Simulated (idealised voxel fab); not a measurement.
process module | voxel transistor to metal
cross-section cut | 285 nm wide | cells 5 nm
A cross-section is a grid of square cells, given in bands from the top down. A band is one or more rows of cells.
Each band's line starts with the height of the band's top and of its bottom, in nm. Then come its materials from left to right, each with its width in nm. One material with "throughout" fills the band from edge to edge. "air" is empty space.
Height 0 is the level under which the wafer as received is all one material. The lowest band goes on downwards, as in "0 down".
A width such as "30 to 40" changes by the same amount from each row of cells to the next, from the band's top row to its bottom row.
"no change" after a step means that no cell of the cross-section changed.
closed voids: empty space of 8 cells or more with no open way to the top, each as width x height at its distance from the left edge, in nm
after a step's settings: what the simulator itself notes on the step
overlay nm, on a step with a mask: how far to the right of its planned place the mask lay; to the left if negative
plan
1 op RECEIVE | material Si
2 op CONFORMAL_DEP | material SiO2 | thk nm 5
3 op CONFORMAL_DEP | material SiN | thk nm 10
4 op PATTERN | tone cover | mask id ACTIVE | material resist | width nm 115 | pitch nm 140 | thk nm 15 | overlay nm 0
5 op DIRECTIONAL_ETCH | etch materials SiN | depth nm 10
6 op DIRECTIONAL_ETCH | etch materials SiO2 | depth nm 5
7 op DIRECTIONAL_ETCH | etch materials Si | depth nm 25
8 op STRIP | etch materials resist
9 op OXIDIZE | depth nm 5
10 op FILL_DEP | material SiO2 | thk nm 5
11 op CMP | height nm 15
12 op SELECTIVE_ETCH | etch materials SiO2 | depth nm 5
13 op STRIP | etch materials SiN
14 op SELECTIVE_ETCH | etch materials SiO2 | depth nm 5
15 op OXIDIZE | depth nm 5
16 op DIRECTIONAL_DEP | material polySi | thk nm 25
17 op DIRECTIONAL_DEP | material SiCN | thk nm 10
18 op PATTERN | tone cover | mask id GATE | material resist | width nm 25 | pitch nm 140 | thk nm 20 | overlay nm 0
19 op DIRECTIONAL_ETCH | etch materials SiCN | depth nm 20
20 op DIRECTIONAL_ETCH | etch materials polySi | depth nm 35
21 op STRIP | etch materials resist
22 op CONFORMAL_DEP | material SiO2 | thk nm 5
23 op DIRECTIONAL_ETCH | etch materials SiO2 | depth nm 5
24 op CONFORMAL_DEP | material SiN | thk nm 10
25 op DIRECTIONAL_ETCH | etch materials SiN | depth nm 10
26 op DIRECTIONAL_ETCH | etch materials SiO2 | depth nm 5
27 op DIRECTIONAL_ETCH | etch materials Si | depth nm 5
28 op EPI | material nSi | thk nm 5
29 op FILL_DEP | material SiO2 | thk nm 5
30 op CMP | height nm 35
31 op DIRECTIONAL_DEP | material SiO2 | thk nm 10
32 op DIRECTIONAL_DEP | material aC | thk nm 10
33 op PATTERN | tone open | mask id CONTACT | material resist | width nm 35 | pitch nm 70 | thk nm 30 | overlay nm 0
34 op DIRECTIONAL_ETCH | etch materials aC | depth nm 10
35 op STRIP | etch materials resist
36 op DIRECTIONAL_ETCH | etch materials SiO2 | depth nm 50
37 op STRIP | etch materials aC
38 op CONFORMAL_DEP | material TiN | thk nm 5
39 op FILL_DEP | material W | thk nm 5
40 op CMP | height nm 45
41 op DIRECTIONAL_DEP | material TiN | thk nm 5
42 op DIRECTIONAL_DEP | material W | thk nm 25
43 op PATTERN | tone cover | mask id METAL_1 | material resist | width nm 15 | thk nm 15 | overlay nm 0
44 op DIRECTIONAL_ETCH | etch materials W | depth nm 25
45 op DIRECTIONAL_ETCH | etch materials TiN | depth nm 5
46 op STRIP | etch materials resist
47 op CONFORMAL_DEP | material SiN | thk nm 5
48 op FILL_DEP | material SiO2 | thk nm 10
49 op CMP | height nm 75
50 op CONFORMAL_DEP | material SiCN | thk nm 5
varied across the wafers: width nm of step 43. The plan shows the first wafer's value. All wafers start alike
first wafer as received, after step 1
  0 down: Si throughout
  closed voids: none
first wafer at the end, after step 50
  80 to 75: SiCN throughout
  75 to 50: SiO2 20 | SiN 5 | W 15 | SiN 5 | SiO2 60 | SiN 5 | W 15 | SiN 5 | SiO2 30 | SiN 5 | W 15 | SiN 5 | SiO2 60 | SiN 5 | W 15 | SiN 5 | SiO2 15
  50 to 45: SiN 25 | TiN 15 | SiN 70 | TiN 15 | SiN 40 | TiN 15 | SiN 70 | TiN 15 | SiN 20
  45 to 35: SiO2 20 | TiN 5 | W 25 to 15 | TiN 5 to 15 | SiO2 35 | TiN 5 to 15 | W 25 to 15 | TiN 5 | SiO2 35 | TiN 5 | W 25 to 15 | TiN 5 to 15 | SiO2 35 | TiN 5 to 15 | W 25 to 15 | TiN 5 | SiO2 20
  35 to 25: SiO2 20 | TiN 5 | W 15 | TiN 5 | SiN 10 | SiO2 5 | SiCN 25 | SiO2 5 | SiN 10 | TiN 5 | W 15 | TiN 5 | SiO2 35 | TiN 5 | W 15 | TiN 5 | SiN 10 | SiO2 5 | SiCN 25 | SiO2 5 | SiN 10 | TiN 5 | W 15 | TiN 5 | SiO2 20
  25 to 10: SiO2 20 | TiN 5 | W 15 | TiN 5 | SiN 10 | SiO2 5 | polySi 25 | SiO2 5 | SiN 10 | TiN 5 | W 15 | TiN 5 | SiO2 35 | TiN 5 | W 15 | TiN 5 | SiN 10 | SiO2 5 | polySi 25 | SiO2 5 | SiN 10 | TiN 5 | W 15 | TiN 5 | SiO2 20
  10 to 5: SiO2 20 | TiN 10 | W 10 | TiN 5 | SiN 10 | SiO2 5 | polySi 25 | SiO2 5 | SiN 10 | TiN 5 | W 10 | TiN 10 | SiO2 35 | TiN 10 | W 10 | TiN 5 | SiN 10 | SiO2 5 | polySi 25 | SiO2 5 | SiN 10 | TiN 5 | W 10 | TiN 10 | SiO2 20
  5 to 0: SiO2 15 | SiN 10 | TiN 20 | SiN 10 | SiO2 5 | polySi 25 | SiO2 5 | SiN 10 | TiN 20 | SiN 10 | SiO2 25 | SiN 10 | TiN 20 | SiN 10 | SiO2 5 | polySi 25 | SiO2 5 | SiN 10 | TiN 20 | SiN 10 | SiO2 15
  0 to -5: SiO2 25 | nSi 5 | TiN 10 | nSi 5 | SiO2 55 | nSi 5 | TiN 10 | nSi 5 | SiO2 45 | nSi 5 | TiN 10 | nSi 5 | SiO2 55 | nSi 5 | TiN 10 | nSi 5 | SiO2 25
  -5 to -10: SiO2 20 | Si 5 | nSi 20 | Si 55 | nSi 20 | Si 5 | SiO2 35 | Si 5 | nSi 20 | Si 55 | nSi 20 | Si 5 | SiO2 20
  -10 to -30: SiO2 20 | Si 105 | SiO2 35 | Si 105 | SiO2 20
  -30 down: Si throughout
  closed voids: none
last wafer at the end
  80 to 75: SiCN throughout
  75 to 50: SiO2 10 | SiN 5 | W 30 | SiN 5 | SiO2 45 | SiN 5 | W 30 | SiN 5 | SiO2 15 | SiN 5 | W 30 | SiN 5 | SiO2 45 | SiN 5 | W 30 | SiN 5 | SiO2 10
  50 to 45: SiN 15 | TiN 30 | SiN 55 | TiN 30 | SiN 25 | TiN 30 | SiN 55 | TiN 30 | SiN 15
  45 to 35: SiO2 20 | TiN 5 | W 25 to 15 | TiN 5 to 15 | SiO2 35 | TiN 5 to 15 | W 25 to 15 | TiN 5 | SiO2 35 | TiN 5 | W 25 to 15 | TiN 5 to 15 | SiO2 35 | TiN 5 to 15 | W 25 to 15 | TiN 5 | SiO2 20
  35 to 25: SiO2 20 | TiN 5 | W 15 | TiN 5 | SiN 10 | SiO2 5 | SiCN 25 | SiO2 5 | SiN 10 | TiN 5 | W 15 | TiN 5 | SiO2 35 | TiN 5 | W 15 | TiN 5 | SiN 10 | SiO2 5 | SiCN 25 | SiO2 5 | SiN 10 | TiN 5 | W 15 | TiN 5 | SiO2 20
  25 to 10: SiO2 20 | TiN 5 | W 15 | TiN 5 | SiN 10 | SiO2 5 | polySi 25 | SiO2 5 | SiN 10 | TiN 5 | W 15 | TiN 5 | SiO2 35 | TiN 5 | W 15 | TiN 5 | SiN 10 | SiO2 5 | polySi 25 | SiO2 5 | SiN 10 | TiN 5 | W 15 | TiN 5 | SiO2 20
  10 to 5: SiO2 20 | TiN 10 | W 10 | TiN 5 | SiN 10 | SiO2 5 | polySi 25 | SiO2 5 | SiN 10 | TiN 5 | W 10 | TiN 10 | SiO2 35 | TiN 10 | W 10 | TiN 5 | SiN 10 | SiO2 5 | polySi 25 | SiO2 5 | SiN 10 | TiN 5 | W 10 | TiN 10 | SiO2 20
  5 to 0: SiO2 15 | SiN 10 | TiN 20 | SiN 10 | SiO2 5 | polySi 25 | SiO2 5 | SiN 10 | TiN 20 | SiN 10 | SiO2 25 | SiN 10 | TiN 20 | SiN 10 | SiO2 5 | polySi 25 | SiO2 5 | SiN 10 | TiN 20 | SiN 10 | SiO2 15
  0 to -5: SiO2 25 | nSi 5 | TiN 10 | nSi 5 | SiO2 55 | nSi 5 | TiN 10 | nSi 5 | SiO2 45 | nSi 5 | TiN 10 | nSi 5 | SiO2 55 | nSi 5 | TiN 10 | nSi 5 | SiO2 25
  -5 to -10: SiO2 20 | Si 5 | nSi 20 | Si 55 | nSi 20 | Si 5 | SiO2 35 | Si 5 | nSi 20 | Si 55 | nSi 20 | Si 5 | SiO2 20
  -10 to -30: SiO2 20 | Si 105 | SiO2 35 | Si 105 | SiO2 20
  -30 down: Si throughout
  closed voids: none
each wafer at the end: cells of each material gained (+) or lost (-) since it was received, then its closed voids
width nm 15 | -148 Si | +77 SiCN | +149 SiN | +488 SiO2 | +112 TiN | +160 W | +24 nSi | +50 polySi | closed voids: none
width nm 20 | -148 Si | +77 SiCN | +145 SiN | +468 SiO2 | +116 TiN | +180 W | +24 nSi | +50 polySi | closed voids: none
width nm 25 | -148 Si | +77 SiCN | +141 SiN | +448 SiO2 | +120 TiN | +200 W | +24 nSi | +50 polySi | closed voids: none
width nm 30 | -148 Si | +77 SiCN | +137 SiN | +428 SiO2 | +124 TiN | +220 W | +24 nSi | +50 polySi | closed voids: none
